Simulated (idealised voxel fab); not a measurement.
Process module in this document: voxel air gaps
235 nm wide, 5 nm square cells: that's cross-section cut.
How to read a cross-section here: the picture is a grid of square cells, written as bands going from the top down, and any band can span one or more rows of cells.
Top height, bottom height, nm. Materials left to right, width each, nm. Single material + "all across" = fills band edge to edge. "air" = empty.
Measure heights from 0. That's the level where, below it, the as-received wafer is all one material. The lowest band is bottomless and extends downward; write it as in "z 0 and below".
Think of "30..40" as a width that walks from the first number to the second as you go down the band, top row to bottom row, taking equal-sized steps from row to row.
Reading "nothing different" for a step: not a cell of the cross-section changed in it.
Listed in "Unvented voids": every empty space of 8 or more cells without an open way to the top. Form: width x height at distance, the distance being from the left edge, all in nm.
The remark found on a step's line after its settings is issued by the simulator itself and pertains to that step.
overlay nm, on a step with a mask: how far to the right of its planned place the mask lay; to the left if negative
Steps in the process plan:
1) RECEIVE | material Si
2) CONFORMAL_DEP | material SiO2 | thk nm 10
3) CONFORMAL_DEP | material SiN | thk nm 5
4) DIRECTIONAL_DEP | material SiO2 | thk nm 35
5) MASKED_ETCH | tone open | mask id LINES | width nm 15 | pitch nm 40 | etch materials SiO2 | depth nm 35 | overlay nm 0
6) CONFORMAL_DEP | material TiN | thk nm 5
7) FILL_DEP | material Ru | thk nm 5
8) CMP | height nm 50
9) EPI | material Ru | thk nm 10
10) SELECTIVE_ETCH | etch materials SiO2 | depth nm 45
11) CONFORMAL_DEP | material SiCN | thk nm 5
So this is the incoming wafer in cross-section - it's already been through step 1:
    z 0 and below  Si all across
    Unvented voids: none
Look at the cross-section after the module: the wafer started out the way shown above and the plan was the one shown above, yet one mistake was made along the way:
    z 75 to 70  25 nm air / 185 nm SiCN / 25 nm air
    z 70 to 50  25 nm air / 5 nm SiCN / 175 nm Ru / 5 nm SiCN / 25 nm air
    z 50 to 45  25 nm air / 25 nm SiCN / 5 nm TiN / 5 nm Ru / 5 nm TiN / 25 nm SiO2 / 5 nm TiN / 5 nm Ru / 5 nm TiN / 25 nm SiO2 / 5 nm TiN / 5 nm Ru / 5 nm TiN / 25 nm SiO2 / 5 nm TiN / 5 nm Ru / 5 nm TiN / 25 nm SiCN / 25 nm air
    z 45 to 20  45 nm air / 5 nm SiCN / 5 nm TiN / 5 nm Ru / 5 nm TiN / 25 nm SiO2 / 5 nm TiN / 5 nm Ru / 5 nm TiN / 25 nm SiO2 / 5 nm TiN / 5 nm Ru / 5 nm TiN / 25 nm SiO2 / 5 nm TiN / 5 nm Ru / 5 nm TiN / 5 nm SiCN / 45 nm air
    z 20 to 15  50 nm SiCN / 15 nm TiN / 25 nm SiO2 / 15 nm TiN / 25 nm SiO2 / 15 nm TiN / 25 nm SiO2 / 15 nm TiN / 50 nm SiCN
    z 15 to 10  SiN all across
    z 10 to 0  SiO2 all across
    z 0 and below  Si all across
    Unvented voids: none
Misprocessing identified: twice, step 9 of the plan was run
